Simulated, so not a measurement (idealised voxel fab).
process module | voxel capacitor over wiring
cross-section cut | 185 nm wide | cells 5 nm
A cross-section is a grid of square cells, given in bands from the top down. A band is one or more rows of cells.
Each band's line starts with the height of the band's top and of its bottom, in nm. Then come its materials from left to right, each with its width in nm. One material with "throughout" fills the band from edge to edge. "air" is empty space.
Height 0 is the level under which the wafer as received is all one material. The lowest band goes on downwards, as in "0 down".
A width such as "30 to 40" changes by the same amount from each row of cells to the next, from the band's top row to its bottom row.
"no change" after a step means that no cell of the cross-section changed.
closed voids: empty space of 8 cells or more with no open way to the top, each as width x height at its distance from the left edge, in nm
after a step's settings: what the simulator itself notes on the step
overlay nm, on a step with a mask: how far to the right of its planned place the mask lay; to the left if negative
plan
1 op RECEIVE | material Si
2 op CONFORMAL_DEP | material SiO2 | thk nm 10
3 op CONFORMAL_DEP | material SiCN | thk nm 5
4 op DIRECTIONAL_DEP | material lowk | thk nm 15
5 op MASKED_ETCH | tone open | mask id METAL_1 | width nm 30 | pitch nm 85 | etch materials lowk | depth nm 15 | overlay nm 0
6 op MASKED_ETCH | tone open | mask id METAL_1 | width nm 30 | pitch nm 85 | etch materials SiCN | depth nm 5 | overlay nm 0
7 op CONFORMAL_DEP | material TiN | thk nm 5
8 op FILL_DEP | material Cu | thk nm 5
9 op CMP | height nm 30
10 op CONFORMAL_DEP | material SiCN | thk nm 5
11 op DIRECTIONAL_DEP | material SiO2 | thk nm 10
12 op PATTERN | tone open | mask id PLUG_1 | material resist | width nm 15 | thk nm 20 | overlay nm 0
13 op DIRECTIONAL_ETCH | etch materials SiO2 | depth nm 10
14 op DIRECTIONAL_ETCH | etch materials SiCN | depth nm 5
15 op STRIP | etch materials resist
16 op CONFORMAL_DEP | material TiN | thk nm 5
17 op FILL_DEP | material Cu | thk nm 5
18 op CMP | height nm 45
19 op DIRECTIONAL_DEP | material TiN | thk nm 5
20 op DIRECTIONAL_DEP | material SiN | thk nm 5
21 op DIRECTIONAL_DEP | material TiN | thk nm 5
22 op PATTERN | tone cover | mask id UPPER_PLATE | material resist | width nm 60 | thk nm 20 | overlay nm 0
23 op DIRECTIONAL_ETCH | etch materials TiN | depth nm 5
24 op DIRECTIONAL_ETCH | etch materials SiN | depth nm 5
25 op STRIP | etch materials resist
26 op PATTERN | tone cover | mask id LOWER_PLATE | material resist | width nm 70 | thk nm 20 | overlay nm 0
27 op DIRECTIONAL_ETCH | etch materials TiN | depth nm 5
28 op STRIP | etch materials resist
29 op FILL_DEP | material SiO2 | thk nm 20
30 op CMP | height nm 75
31 op MASKED_ETCH | tone open | mask id PLUG_2 | width nm 15 | etch materials SiO2 | depth nm 15 | overlay nm 0
32 op CONFORMAL_DEP | material TiN | thk nm 5
33 op FILL_DEP | material Ru | thk nm 5
34 op CMP | height nm 75
35 op CONFORMAL_DEP | material SiCN | thk nm 5
as received, after step 1
  0 down: Si throughout
  closed voids: none
a wafer at the end: this start, this plan, one mistake
  80 to 75: SiCN throughout
  75 to 65: SiO2 60 | TiN 5 | Ru 5 | TiN 5 | SiO2 110
  65 to 55: SiO2 60 to 55 | TiN 15 to 50 | SiO2 110 to 80
  55 to 50: SiO2 55 | SiN 50 | SiO2 80
  50 to 45: SiO2 45 | TiN 70 | SiO2 70
  45 to 35: SiO2 50 | TiN 5 | Cu 5 | TiN 5 | SiO2 120
  35 to 30: SiCN 50 | TiN 15 | SiCN 120
  30 to 15: lowk 35 | TiN 5 | Cu 20 | TiN 5 | lowk 55 | TiN 5 | Cu 20 | TiN 5 | lowk 35
  15 to 10: SiCN 35 | TiN 30 | SiCN 55 | TiN 30 | SiCN 35
  10 to 0: SiO2 throughout
  0 down: Si throughout
  closed voids: none
what went wrong: step 22 ran as: op PATTERN | tone cover | mask id UPPER_PLATE | material resist | width nm 50 | thk nm 20 | overlay nm 0
